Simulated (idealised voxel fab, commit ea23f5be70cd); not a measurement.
process module | voxel air gaps
cross-section cut | 265 nm wide | cells 5 nm
A cross-section is a grid of square cells, given in bands from the top down. A band is one or more rows of cells.
Each band's line starts with the height of the band's top and of its bottom, in nm. Then come its materials from left to right, each with its width in nm. One material with "throughout" fills the band from edge to edge. "air" is empty space.
Height 0 is the level under which the wafer as received is all one material. The lowest band goes on downwards, as in "0 down".
A width such as "30 to 40" changes by the same amount from each row of cells to the next, from the band's top row to its bottom row.
"no change" after a step means that no cell of the cross-section changed.
closed voids: empty space of 8 cells or more with no open way to the top, each as width x height at its distance from the left edge, in nm
after a step's settings: what the simulator itself notes on the step
overlay nm, on a step with a mask: how far to the right of its planned place the mask lay; to the left if negative
plan
1 op RECEIVE | material Si
2 op CONFORMAL_DEP | material SiO2 | thk nm 10
3 op CONFORMAL_DEP | material SiN | thk nm 5
4 op DIRECTIONAL_DEP | material lowk | thk nm 30
5 op PATTERN | tone open | mask id LINES | material resist | width nm 25 | pitch nm 50 | thk nm 15 | overlay nm 0
6 op DIRECTIONAL_ETCH | etch materials lowk | depth nm 30
7 op STRIP | etch materials resist
8 op CONFORMAL_DEP | material TiN | thk nm 5
9 op FILL_DEP | material Ru | thk nm 10
10 op CMP | height nm 45
11 op EPI | material Ru | thk nm 10
12 op SELECTIVE_ETCH | etch materials lowk | depth nm 40
13 op CONFORMAL_DEP | material SiCN | thk nm 5
first wafer, as planned
as received, after step 1
  0 down: Si throughout
  closed voids: none
after step 2
  10 to 0: SiO2 throughout
  below 0: unchanged
after step 3
  15 to 10: SiN throughout
  below 10: unchanged
after step 4
  45 to 15: lowk throughout
  below 15: unchanged
after step 5
  60 to 45: resist 45 | air 25 | resist 25 | air 25 | resist 25 | air 25 | resist 25 | air 25 | resist 45
  below 45: unchanged
after step 6
  60 to 45: resist 45 | air 25 | resist 25 | air 25 | resist 25 | air 25 | resist 25 | air 25 | resist 45
  45 to 15: lowk 45 | air 25 | lowk 25 | air 25 | lowk 25 | air 25 | lowk 25 | air 25 | lowk 45
  below 15: unchanged
after step 7
  45 to 15: lowk 45 | air 25 | lowk 25 | air 25 | lowk 25 | air 25 | lowk 25 | air 25 | lowk 45
  below 15: unchanged
after step 8
  50 to 45: TiN 50 | air 15 | TiN 35 | air 15 | TiN 35 | air 15 | TiN 35 | air 15 | TiN 50
  45 to 20: lowk 45 | TiN 5 | air 15 | TiN 5 | lowk 25 | TiN 5 | air 15 | TiN 5 | lowk 25 | TiN 5 | air 15 | TiN 5 | lowk 25 | TiN 5 | air 15 | TiN 5 | lowk 45
  20 to 15: lowk 45 | TiN 25 | lowk 25 | TiN 25 | lowk 25 | TiN 25 | lowk 25 | TiN 25 | lowk 45
  below 15: unchanged
after step 9
  60 to 50: Ru throughout
  50 to 45: TiN 50 | Ru 15 | TiN 35 | Ru 15 | TiN 35 | Ru 15 | TiN 35 | Ru 15 | TiN 50
  45 to 20: lowk 45 | TiN 5 | Ru 15 | TiN 5 | lowk 25 | TiN 5 | Ru 15 | TiN 5 | lowk 25 | TiN 5 | Ru 15 | TiN 5 | lowk 25 | TiN 5 | Ru 15 | TiN 5 | lowk 45
  below 20: unchanged
after step 10
  45 to 20: lowk 45 | TiN 5 | Ru 15 | TiN 5 | lowk 25 | TiN 5 | Ru 15 | TiN 5 | lowk 25 | TiN 5 | Ru 15 | TiN 5 | lowk 25 | TiN 5 | Ru 15 | TiN 5 | lowk 45
  below 20: unchanged
after step 11
  55 to 45: air 35 | Ru 45 | air 5 | Ru 45 | air 5 | Ru 45 | air 5 | Ru 45 | air 35
  below 45: unchanged
after step 12
  55 to 45: air 35 | Ru 45 | air 5 | Ru 45 | air 5 | Ru 45 | air 5 | Ru 45 | air 35
  45 to 20: air 45 | TiN 5 | Ru 15 | TiN 5 | air 25 | TiN 5 | Ru 15 | TiN 5 | air 25 | TiN 5 | Ru 15 | TiN 5 | air 25 | TiN 5 | Ru 15 | TiN 5 | air 45
  20 to 15: air 45 | TiN 25 | air 25 | TiN 25 | air 25 | TiN 25 | air 25 | TiN 25 | air 45
  below 15: unchanged
after step 13
  60 to 55: air 30 | SiCN 205 | air 30
  55 to 45: air 30 | SiCN 5 | Ru 45 | SiCN 5 | Ru 45 | SiCN 5 | Ru 45 | SiCN 5 | Ru 45 | SiCN 5 | air 30
  45 to 40: air 30 | SiCN 15 | TiN 5 | Ru 15 | TiN 5 | SiCN 25 | TiN 5 | Ru 15 | TiN 5 | SiCN 25 | TiN 5 | Ru 15 | TiN 5 | SiCN 25 | TiN 5 | Ru 15 | TiN 5 | SiCN 15 | air 30
  40 to 20: air 40 | SiCN 5 | TiN 5 | Ru 15 | TiN 5 | SiCN 5 | air 15 | SiCN 5 | TiN 5 | Ru 15 | TiN 5 | SiCN 5 | air 15 | SiCN 5 | TiN 5 | Ru 15 | TiN 5 | SiCN 5 | air 15 | SiCN 5 | TiN 5 | Ru 15 | TiN 5 | SiCN 5 | air 40
  20 to 15: SiCN 45 | TiN 25 | SiCN 25 | TiN 25 | SiCN 25 | TiN 25 | SiCN 25 | TiN 25 | SiCN 45
  below 15: unchanged
  closed voids: 15 x 20 at 75; 15 x 20 at 125; 15 x 20 at 175
second wafer: like start, like plan, one mistake. Through step 4 it matches the first wafer
when step 5 should have ended
  60 to 45: resist 35 | air 25 | resist 25 | air 25 | resist 25 | air 25 | resist 25 | air 25 | resist 55
  below 45: unchanged
when step 6 should have ended
  60 to 45: resist 35 | air 25 | resist 25 | air 25 | resist 25 | air 25 | resist 25 | air 25 | resist 55
  45 to 15: lowk 35 | air 25 | lowk 25 | air 25 | lowk 25 | air 25 | lowk 25 | air 25 | lowk 55
  below 15: unchanged
when step 7 should have ended
  45 to 15: lowk 35 | air 25 | lowk 25 | air 25 | lowk 25 | air 25 | lowk 25 | air 25 | lowk 55
  below 15: unchanged
when step 8 should have ended
  50 to 45: TiN 40 | air 15 | TiN 35 | air 15 | TiN 35 | air 15 | TiN 35 | air 15 | TiN 60
  45 to 20: lowk 35 | TiN 5 | air 15 | TiN 5 | lowk 25 | TiN 5 | air 15 | TiN 5 | lowk 25 | TiN 5 | air 15 | TiN 5 | lowk 25 | TiN 5 | air 15 | TiN 5 | lowk 55
  20 to 15: lowk 35 | TiN 25 | lowk 25 | TiN 25 | lowk 25 | TiN 25 | lowk 25 | TiN 25 | lowk 55
  below 15: unchanged
when step 9 should have ended
  60 to 50: Ru throughout
  50 to 45: TiN 40 | Ru 15 | TiN 35 | Ru 15 | TiN 35 | Ru 15 | TiN 35 | Ru 15 | TiN 60
  45 to 20: lowk 35 | TiN 5 | Ru 15 | TiN 5 | lowk 25 | TiN 5 | Ru 15 | TiN 5 | lowk 25 | TiN 5 | Ru 15 | TiN 5 | lowk 25 | TiN 5 | Ru 15 | TiN 5 | lowk 55
  below 20: unchanged
when step 10 should have ended
  45 to 20: lowk 35 | TiN 5 | Ru 15 | TiN 5 | lowk 25 | TiN 5 | Ru 15 | TiN 5 | lowk 25 | TiN 5 | Ru 15 | TiN 5 | lowk 25 | TiN 5 | Ru 15 | TiN 5 | lowk 55
  below 20: unchanged
when step 11 should have ended
  55 to 45: air 25 | Ru 45 | air 5 | Ru 45 | air 5 | Ru 45 | air 5 | Ru 45 | air 45
  below 45: unchanged
when step 12 should have ended
  55 to 45: air 25 | Ru 45 | air 5 | Ru 45 | air 5 | Ru 45 | air 5 | Ru 45 | air 45
  45 to 20: air 35 | TiN 5 | Ru 15 | TiN 5 | air 25 | TiN 5 | Ru 15 | TiN 5 | air 25 | TiN 5 | Ru 15 | TiN 5 | air 25 | TiN 5 | Ru 15 | TiN 5 | air 55
  20 to 15: air 35 | TiN 25 | air 25 | TiN 25 | air 25 | TiN 25 | air 25 | TiN 25 | air 55
  below 15: unchanged
when step 13 should have ended
  60 to 55: air 20 | SiCN 205 | air 40
  55 to 45: air 20 | SiCN 5 | Ru 45 | SiCN 5 | Ru 45 | SiCN 5 | Ru 45 | SiCN 5 | Ru 45 | SiCN 5 | air 40
  45 to 40: air 20 | SiCN 15 | TiN 5 | Ru 15 | TiN 5 | SiCN 25 | TiN 5 | Ru 15 | TiN 5 | SiCN 25 | TiN 5 | Ru 15 | TiN 5 | SiCN 25 | TiN 5 | Ru 15 | TiN 5 | SiCN 15 | air 40
  40 to 20: air 30 | SiCN 5 | TiN 5 | Ru 15 | TiN 5 | SiCN 5 | air 15 | SiCN 5 | TiN 5 | Ru 15 | TiN 5 | SiCN 5 | air 15 | SiCN 5 | TiN 5 | Ru 15 | TiN 5 | SiCN 5 | air 15 | SiCN 5 | TiN 5 | Ru 15 | TiN 5 | SiCN 5 | air 50
  20 to 15: SiCN 35 | TiN 25 | SiCN 25 | TiN 25 | SiCN 25 | TiN 25 | SiCN 25 | TiN 25 | SiCN 55
  below 15: unchanged
  closed voids: 15 x 20 at 65; 15 x 20 at 115; 15 x 20 at 165
what went wrong: step 5 ran as: op PATTERN | tone open | mask id LINES | material resist | width nm 25 | pitch nm 50 | thk nm 15 | overlay nm -10
at the end the second wafer has, in cells: as many of each material as the first, in other places
